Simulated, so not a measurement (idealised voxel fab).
This section sets out a process module, namely voxel wiring stack.
Each square cell in cross-section cut measures 5 nm, and the section as a whole is 235 nm wide.
In this document a cross-section is written as a grid of square cells. It is given as a series of bands, listed from the top down, and a band is one or more rows of cells. Read a band's entry like this: the first values are the height of its top and the height of its bottom in nm, and what follows is the sequence of materials from left to right, each with its width in nm. Note that "empty" is empty space, and that a single material marked "edge to edge" reaches across the band from edge to edge. Beneath 0, the wafer as received is one material, and that level is where height counting begins. The lowest band goes on downward without a bottom; it is written like "from 0 down". Width "30 to 40": first value at the band's top row of cells, second value at its bottom row, equal change from row to row. Take "no alteration" at face value: in the step it is given for, the cross-section changed in none of its cells. Heads up: "Enclosed void list" only lists the empty pockets with no open path to the top that are 8 cells or more, and it writes them as width x height at distance, distance from the left edge, in nm. Note: text after step settings on the step line = simulator remark on that step. The line of a step may include "overlay nm". On a step with a mask, this value is how far to the right of its planned place the mask lay. A negative value means the mask lay to the left.

[Steps in the process plan]
step 1: RECEIVE | material Si
step 2: CONFORMAL_DEP | material SiO2 | thk nm 10
step 3: CONFORMAL_DEP | material SiN | thk nm 5
step 4: DIRECTIONAL_DEP | material lowk | thk nm 25
step 5: DIRECTIONAL_DEP | material aC | thk nm 15
step 6: PATTERN | tone open | mask id METAL_1 | material resist | width nm 25 | pitch nm 45 | thk nm 30 | overlay nm 0
step 7: DIRECTIONAL_ETCH | etch materials aC | depth nm 15
step 8: STRIP | etch materials resist
step 9: DIRECTIONAL_ETCH | etch materials lowk | depth nm 25
step 10: DIRECTIONAL_ETCH | etch materials SiN | depth nm 5
step 11: STRIP | etch materials aC
step 12: CONFORMAL_DEP | material TiN | thk nm 5
step 13: FILL_DEP | material Ru | thk nm 10
step 14: CMP | height nm 40
step 15: CONFORMAL_DEP | material SiCN | thk nm 5
step 16: DIRECTIONAL_DEP | material lowk | thk nm 30
step 17: PATTERN | tone open | mask id METAL_2_HOLES | material resist | width nm 15 | pitch nm 90 | thk nm 20 | overlay nm 0
step 18: DIRECTIONAL_ETCH | etch materials lowk | depth nm 30
step 19: STRIP | etch materials resist
step 20: PATTERN | tone open | mask id METAL_2 | material resist | width nm 25 | pitch nm 45 | thk nm 15 | overlay nm 0
step 21: DIRECTIONAL_ETCH | etch materials lowk | depth nm 15
step 22: DIRECTIONAL_ETCH | etch materials SiCN | depth nm 5
step 23: STRIP | etch materials resist
step 24: CONFORMAL_DEP | material TiN | thk nm 5
step 25: FILL_DEP | material Cu | thk nm 10
step 26: CMP | height nm 75
step 27: CONFORMAL_DEP | material SiCN | thk nm 5
step 28: DIRECTIONAL_DEP | material SiO2 | thk nm 30
step 29: MASKED_ETCH | tone open | mask id METAL_3 | width nm 25 | pitch nm 45 | etch materials SiO2 | depth nm 15 | overlay nm 0
step 30: PATTERN | tone open | mask id METAL_3_HOLES | material resist | width nm 15 | pitch nm 90 | thk nm 20 | overlay nm 0
step 31: DIRECTIONAL_ETCH | etch materials SiO2 | depth nm 15
step 32: DIRECTIONAL_ETCH | etch materials SiCN | depth nm 5
step 33: STRIP | etch materials resist
step 34: CONFORMAL_DEP | material TiN | thk nm 5
step 35: FILL_DEP | material Ru | thk nm 5
step 36: CMP | height nm 110
step 37: CONFORMAL_DEP | material SiN | thk nm 5

[Delivered wafer in cross-section: state after step 1]
	from 0 down | Si edge to edge
	Enclosed void list: none

[Below is the wafer in cross-section after the module was completed. It began from the starting point shown above and followed the plan shown above, except that one mistake was made while running it]
	from 115 to 110 | SiN edge to edge
	from 110 to 100 | 60 SiO2; 5 TiN; 15 Ru; 5 TiN; 20 SiO2; 5 TiN; 15 Ru; 5 TiN; 20 SiO2; 5 TiN; 15 Ru; 5 TiN; 60 SiO2
	from 100 to 95 | 60 SiO2; 5 TiN; 5 Ru; 15 TiN; 20 SiO2; 25 TiN; 20 SiO2; 5 TiN; 5 Ru; 15 TiN; 60 SiO2
	from 95 to 80 | 60 SiO2; 5 TiN; 5 Ru; 5 TiN; 75 SiO2; 5 TiN; 5 Ru; 5 TiN; 70 SiO2
	from 80 to 75 | 60 SiCN; 15 TiN; 75 SiCN; 15 TiN; 70 SiCN
	from 75 to 65 | 60 lowk; 5 TiN; 15 Cu; 5 TiN; 20 lowk; 5 TiN; 15 Cu; 5 TiN; 20 lowk; 5 TiN; 15 Cu; 5 TiN; 60 lowk
	from 65 to 60 | 60 lowk; 5 TiN; 5 Cu; 15 TiN; 20 lowk; 25 TiN; 20 lowk; 5 TiN; 5 Cu; 15 TiN; 60 lowk
	from 60 to 45 | 60 lowk; 5 TiN; 5 Cu; 5 TiN; 75 lowk; 5 TiN; 5 Cu; 5 TiN; 70 lowk
	from 45 to 40 | 60 SiCN; 15 TiN; 75 SiCN; 15 TiN; 70 SiCN
	from 40 to 15 | 60 lowk; 5 TiN; 20 Ru; 5 TiN; 15 lowk; 5 TiN; 20 Ru; 5 TiN; 15 lowk; 5 TiN; 20 Ru; 5 TiN; 55 lowk
	from 15 to 10 | 60 SiN; 30 TiN; 15 SiN; 30 TiN; 15 SiN; 30 TiN; 55 SiN
	from 10 to 0 | SiO2 edge to edge
	from 0 down | Si edge to edge
	Enclosed void list: none
What was the processing mistake? step 6 was processed under conditions differing from the plan, specifically as PATTERN | tone open | mask id METAL_1 | material resist | width nm 30 | pitch nm 45 | thk nm 30 | overlay nm 0
